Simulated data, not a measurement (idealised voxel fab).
This section sets out a process module, namely voxel transistor to metal.
Displayed cross-section: cut, width of 185 nm, square cells sized 5 nm.
Each cross-section below is a grid of square cells, stated as bands in top-down order, with one or more rows of cells making up each band. For a band, the entry starts with two heights in nm, that of the top and then that of the bottom, and carries on with the band's materials in order from left to right, each alongside its width in nm; the word "full width" beside a single material means it fills the band edge to edge, and "blank" means empty space. All heights in this document are referenced to 0, defined as the level beneath which the wafer, as received, consists entirely of one material. The lowest band is not bounded below; it extends indefinitely downward and is written in the form "top 0, no bottom". Read "30..40" as a graded width: first number on top, second number at the bottom, same change between each pair of neighbouring rows. Step marked "no change"? Then no cell in the cross-section changed in it. Enclosed voids (no open way to top), threshold 8 cells or more, entry "Tabulated closed voids", notation width x height at distance, distance from left edge, nm. On a step's line, text after the settings is the simulator commenting on that step. Regarding "overlay nm": on a step with a mask, it is the distance the mask lay to the right of its planned place; a negative value places it to the left.
**Steps in the process plan**
- 1: op RECEIVE | material Si
- 2: op OXIDIZE | depth nm 5
- 3: op CONFORMAL_DEP | material SiN | thk nm 10
- 4: op MASKED_ETCH | tone cover | mask id ACTIVE | width nm 105 | etch materials SiN | depth nm 10 | overlay nm 0
- 5: op MASKED_ETCH | tone cover | mask id ACTIVE | width nm 105 | etch materials SiO2 | depth nm 5 | overlay nm 0
- 6: op MASKED_ETCH | tone cover | mask id ACTIVE | width nm 105 | etch materials Si | depth nm 35 | overlay nm 0
- 7: op FILL_DEP | material SiO2 | thk nm 10
- 8: op CMP | height nm 10
- 9: op SELECTIVE_ETCH | etch materials SiO2 | depth nm 10
- 10: op STRIP | etch materials SiN
- 11: op SELECTIVE_ETCH | etch materials SiO2 | depth nm 5
- 12: op OXIDIZE | depth nm 5
- 13: op DIRECTIONAL_DEP | material polySi | thk nm 25
- 14: op DIRECTIONAL_DEP | material SiCN | thk nm 10
- 15: op MASKED_ETCH | tone cover | mask id GATE | width nm 15 | etch materials SiCN | depth nm 20 | overlay nm 0
- 16: op MASKED_ETCH | tone cover | mask id GATE | width nm 15 | etch materials polySi | depth nm 35 | overlay nm 0
- 17: op CONFORMAL_DEP | material SiO2 | thk nm 5
- 18: op DIRECTIONAL_ETCH | etch materials SiO2 | depth nm 5
- 19: op CONFORMAL_DEP | material SiN | thk nm 10
- 20: op DIRECTIONAL_ETCH | etch materials SiN | depth nm 10
- 21: op DIRECTIONAL_ETCH | etch materials SiO2 | depth nm 5
- 22: op EPI | material SiGe | thk nm 5
- 23: op FILL_DEP | material SiO2 | thk nm 10
- 24: op CMP | height nm 30
- 25: op DIRECTIONAL_DEP | material SiO2 | thk nm 10
- 26: op DIRECTIONAL_DEP | material aC | thk nm 10
- 27: op PATTERN | tone open | mask id CONTACT | material resist | width nm 35 | pitch nm 60 | thk nm 25 | overlay nm 0
- 28: op DIRECTIONAL_ETCH | etch materials aC | depth nm 10
- 29: op STRIP | etch materials resist
- 30: op DIRECTIONAL_ETCH | etch materials SiO2 | depth nm 45
- 31: op STRIP | etch materials aC
- 32: op CONFORMAL_DEP | material TiN | thk nm 5
- 33: op FILL_DEP | material Ru | thk nm 10
- 34: op CMP | height nm 40
- 35: op CONFORMAL_DEP | material SiN | thk nm 5
- 36: op DIRECTIONAL_DEP | material SiO2 | thk nm 15
- 37: op MASKED_ETCH | tone open | mask id METAL_1 | width nm 20 | pitch nm 75 | etch materials SiO2 | depth nm 15 | overlay nm 0
- 38: op MASKED_ETCH | tone open | mask id METAL_1 | width nm 20 | pitch nm 75 | etch materials SiN | depth nm 5 | overlay nm 0
- 39: op CONFORMAL_DEP | material TiN | thk nm 5
- 40: op FILL_DEP | material Ru | thk nm 10
- 41: op CMP | height nm 60
- 42: op CONFORMAL_DEP | material SiCN | thk nm 5
- 43: op DIRECTIONAL_DEP | material SiO2 | thk nm 30
- 44: op MASKED_ETCH | tone open | mask id METAL_2 | width nm 20 | pitch nm 75 | etch materials SiO2 | depth nm 15 | overlay nm 0
- 45: op PATTERN | tone open | mask id METAL_2_HOLES | material resist | width nm 15 | pitch nm 75 | thk nm 20 | overlay nm 0
- 46: op DIRECTIONAL_ETCH | etch materials SiO2 | depth nm 15
- 47: op DIRECTIONAL_ETCH | etch materials SiCN | depth nm 5
- 48: op STRIP | etch materials resist
- 49: op CONFORMAL_DEP | material TiN | thk nm 5
- 50: op FILL_DEP | material Ru | thk nm 5
- 51: op CMP | height nm 95
- 52: op CONFORMAL_DEP | material SiN | thk nm 5
**Cross-section of the wafer upon arrival, representing the state reached after step 1**
top 0, no bottom  Si full width
Tabulated closed voids: none
**Module complete - cross-section of the first of two wafers, run according to plan**
top 100, bottom 95  SiN full width
top 95, bottom 85  45 SiO2  5 TiN  10 Ru  5 TiN  55 SiO2  5 TiN  10 Ru  5 TiN  45 SiO2
top 85, bottom 80  45 SiO2  5 TiN  5 Ru  10 TiN  55 SiO2  5 TiN  5 Ru  10 TiN  45 SiO2
top 80, bottom 65  45 SiO2  5 TiN  5 Ru  5 TiN  60 SiO2  5 TiN  5 Ru  5 TiN  50 SiO2
top 65, bottom 60  45 SiCN  15 TiN  60 SiCN  15 TiN  50 SiCN
top 60, bottom 45  45 SiO2  5 TiN  10 Ru  5 TiN  55 SiO2  5 TiN  10 Ru  5 TiN  45 SiO2
top 45, bottom 40  45 SiN  20 TiN  55 SiN  20 TiN  45 SiN
top 40, bottom 30  45 SiO2  5 TiN  25..15 Ru  5..15 TiN  25 SiO2  5..15 TiN  25..15 Ru  5 TiN  45 SiO2
top 30, bottom 20  45 SiO2  5 TiN  15 Ru  5 TiN  10 SiN  5 SiO2  15 SiCN  5 SiO2  10 SiN  5 TiN  15 Ru  5 TiN  45 SiO2
top 20, bottom 0  45 SiO2  5 TiN  15 Ru  5 TiN  10 SiN  5 SiO2  15 polySi  5 SiO2  10 SiN  5 TiN  15 Ru  5 TiN  45 SiO2
top 0, bottom -5  45 SiO2  25 TiN  10 SiN  5 SiO2  15 polySi  5 SiO2  10 SiN  25 TiN  45 SiO2
top -5, bottom -10  35 SiO2  35 SiGe  45 SiO2  35 SiGe  35 SiO2
top -10, bottom -40  40 SiO2  105 Si  40 SiO2
top -40, no bottom  Si full width
Tabulated closed voids: none
**Now the second wafer, cross-sectioned at the end of the module. Nothing different at the start, nothing different in the plan compared with the first, just one mistake when it was actually run**
top 100, bottom 95  SiN full width
top 95, bottom 85  55 Ru  5 TiN  5 SiO2  5 TiN  60 Ru  5 TiN  5 SiO2  5 TiN  40 Ru
top 85, bottom 80  60 TiN  5 SiO2  70 TiN  5 SiO2  45 TiN
top 80, bottom 65  SiO2 full width
top 65, bottom 60  SiCN full width
top 60, bottom 45  45 SiO2  5 TiN  10 Ru  5 TiN  55 SiO2  5 TiN  10 Ru  5 TiN  45 SiO2
top 45, bottom 40  45 SiN  20 TiN  55 SiN  20 TiN  45 SiN
top 40, bottom 30  45 SiO2  5 TiN  25..15 Ru  5..15 TiN  25 SiO2  5..15 TiN  25..15 Ru  5 TiN  45 SiO2
top 30, bottom 20  45 SiO2  5 TiN  15 Ru  5 TiN  10 SiN  5 SiO2  15 SiCN  5 SiO2  10 SiN  5 TiN  15 Ru  5 TiN  45 SiO2
top 20, bottom 0  45 SiO2  5 TiN  15 Ru  5 TiN  10 SiN  5 SiO2  15 polySi  5 SiO2  10 SiN  5 TiN  15 Ru  5 TiN  45 SiO2
top 0, bottom -5  45 SiO2  25 TiN  10 SiN  5 SiO2  15 polySi  5 SiO2  10 SiN  25 TiN  45 SiO2
top -5, bottom -10  35 SiO2  35 SiGe  45 SiO2  35 SiGe  35 SiO2
top -10, bottom -40  40 SiO2  105 Si  40 SiO2
top -40, no bottom  Si full width
Tabulated closed voids: none
Deviation noted in wafer processing: step 44 did not use the planned setting and instead ran as op MASKED_ETCH | tone cover | mask id METAL_2 | width nm 20 | pitch nm 75 | etch materials SiO2 | depth nm 15 | overlay nm 0
Bottom line after processing is that, in cells, the second wafer is up or down on some materials versus the first: Ru: 46 more, SiCN: 6 more, SiO2: 63 fewer, TiN: 11 more
